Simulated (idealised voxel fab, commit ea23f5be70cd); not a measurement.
Documented hereafter: the process module known as voxel transistor to metal.
Displayed cross-section: cut, width of 175 nm, square cells sized 5 nm.
How to read a cross-section here: the picture is a grid of square cells, written as bands going from the top down, and any band can span one or more rows of cells. A band entry consists of two parts. The first gives the height of the band's top and the height of its bottom, in nm. The rest lists the band's materials from left to right, each with its width in nm. A single material labelled with the word "all across" fills the band from edge to edge, and the word "air" marks empty space. Below 0: as-received wafer, all one material; heights counted from there. Lowest band: no bottom, goes on down, written "0 down". Width: "30->40" (first number = top row, second number = bottom row, same change from row to row of cells). "nothing got changed" (step): cross-section cells unchanged, all of them. If an empty space has no open way to the top and is at least 8 cells in size, "Trapped voids" lists it, written width x height at distance, where distance is measured from the left edge and every value is in nm. The remark found on a step's line after its settings is issued by the simulator itself and pertains to that step. When a step includes a mask, the "overlay nm" setting on its line states how far to the right of its planned place that mask lay, and negative values state how far to the left.

List of planned process steps:
step 1: RECEIVE with material Si
step 2: CONFORMAL_DEP with material SiO2, thk nm 5
step 3: CONFORMAL_DEP with material SiN, thk nm 10
step 4: DIRECTIONAL_DEP with material aC, thk nm 10
step 5: PATTERN with tone cover, mask id ACTIVE, material resist, width nm 110, thk nm 30, overlay nm 0
step 6: DIRECTIONAL_ETCH with etch materials aC, depth nm 10
step 7: STRIP with etch materials resist
step 8: DIRECTIONAL_ETCH with etch materials SiN, depth nm 10
step 9: DIRECTIONAL_ETCH with etch materials SiO2, depth nm 5
step 10: DIRECTIONAL_ETCH with etch materials Si, depth nm 35
step 11: STRIP with etch materials aC
step 12: OXIDIZE with depth nm 5
step 13: FILL_DEP with material SiO2, thk nm 5
step 14: CMP with height nm 15
step 15: SELECTIVE_ETCH with etch materials SiO2, depth nm 5
step 16: STRIP with etch materials SiN
step 17: SELECTIVE_ETCH with etch materials SiO2, depth nm 5
step 18: OXIDIZE with depth nm 5
step 19: DIRECTIONAL_DEP with material polySi, thk nm 30
step 20: DIRECTIONAL_DEP with material SiCN, thk nm 15
step 21: DIRECTIONAL_DEP with material aC, thk nm 10
step 22: PATTERN with tone cover, mask id GATE, material resist, width nm 20, thk nm 25, overlay nm 0
step 23: DIRECTIONAL_ETCH with etch materials aC, depth nm 10
step 24: STRIP with etch materials resist
step 25: DIRECTIONAL_ETCH with etch materials SiCN, depth nm 25
step 26: DIRECTIONAL_ETCH with etch materials polySi, depth nm 40
step 27: STRIP with etch materials aC
step 28: CONFORMAL_DEP with material SiO2, thk nm 5
step 29: DIRECTIONAL_ETCH with etch materials SiO2, depth nm 5
step 30: CONFORMAL_DEP with material SiN, thk nm 10
step 31: DIRECTIONAL_ETCH with etch materials SiN, depth nm 10
step 32: DIRECTIONAL_ETCH with etch materials SiO2, depth nm 5
step 33: DIRECTIONAL_ETCH with etch materials Si, depth nm 15
step 34: EPI with material SiGe, thk nm 15
step 35: FILL_DEP with material SiO2, thk nm 10
step 36: CMP with height nm 45
step 37: DIRECTIONAL_DEP with material SiO2, thk nm 10
step 38: DIRECTIONAL_DEP with material aC, thk nm 15
step 39: PATTERN with tone open, mask id CONTACT, material resist, width nm 30, pitch nm 60, thk nm 35, overlay nm 0
step 40: DIRECTIONAL_ETCH with etch materials aC, depth nm 15
step 41: STRIP with etch materials resist
step 42: DIRECTIONAL_ETCH with etch materials SiO2, depth nm 45
step 43: STRIP with etch materials aC
step 44: CONFORMAL_DEP with material TiN, thk nm 5
step 45: FILL_DEP with material W, thk nm 5
step 46: CMP with height nm 55
step 47: DIRECTIONAL_DEP with material TiN, thk nm 5
step 48: DIRECTIONAL_DEP with material W, thk nm 25
step 49: PATTERN with tone cover, mask id METAL_1, material resist, width nm 20, pitch nm 70, thk nm 15, overlay nm 0
step 50: DIRECTIONAL_ETCH with etch materials W, depth nm 25
step 51: DIRECTIONAL_ETCH with etch materials TiN, depth nm 5
step 52: STRIP with etch materials resist
step 53: CONFORMAL_DEP with material SiN, thk nm 5
step 54: FILL_DEP with material lowk, thk nm 5
step 55: CMP with height nm 85
step 56: CONFORMAL_DEP with material SiCN, thk nm 5
step 57: DIRECTIONAL_DEP with material lowk, thk nm 35
step 58: MASKED_ETCH with tone open, mask id METAL_2, width nm 20, pitch nm 70, etch materials lowk, depth nm 20, overlay nm 0
step 59: DIRECTIONAL_DEP with material aC, thk nm 15
step 60: PATTERN with tone open, mask id METAL_2_HOLES, material resist, width nm 15, pitch nm 70, thk nm 35, overlay nm 0
step 61: DIRECTIONAL_ETCH with etch materials aC, depth nm 15
step 62: STRIP with etch materials resist
step 63: DIRECTIONAL_ETCH with etch materials lowk, depth nm 15
step 64: DIRECTIONAL_ETCH with etch materials SiCN, depth nm 5
step 65: STRIP with etch materials aC
step 66: CONFORMAL_DEP with material TiN, thk nm 5
step 67: FILL_DEP with material Ru, thk nm 5
step 68: CMP with height nm 125
step 69: CONFORMAL_DEP with material SiN, thk nm 5
For this document, wafers share an identical start and vary in the step 53 thk nm; the plan quotes the first wafer's value.

Cross-section of the first of several wafers as received (after step 1):
- 0 down  Si all across
- Trapped voids: none

Below: a row per wafer. Contents at end of module: for every material, cells gained since receipt (+) or lost since receipt (-); then closed voids:
thk nm 5; +20 Ru; -164 Si; +41 SiCN; +50 SiGe; +122 SiN; +343 SiO2; +88 TiN; +76 W; +310 lowk; +24 polySi; Trapped voids: none
thk nm 10; +20 Ru; -164 Si; +41 SiCN; +50 SiGe; +161 SiN; +343 SiO2; +88 TiN; +76 W; +271 lowk; +24 polySi; Trapped voids: none
thk nm 15; +20 Ru; -164 Si; +41 SiCN; +50 SiGe; +192 SiN; +343 SiO2; +88 TiN; +76 W; +240 lowk; +24 polySi; Trapped voids: none
thk nm 20; +20 Ru; -164 Si; +41 SiCN; +50 SiGe; +215 SiN; +343 SiO2; +88 TiN; +76 W; +217 lowk; +24 polySi; Trapped voids: none
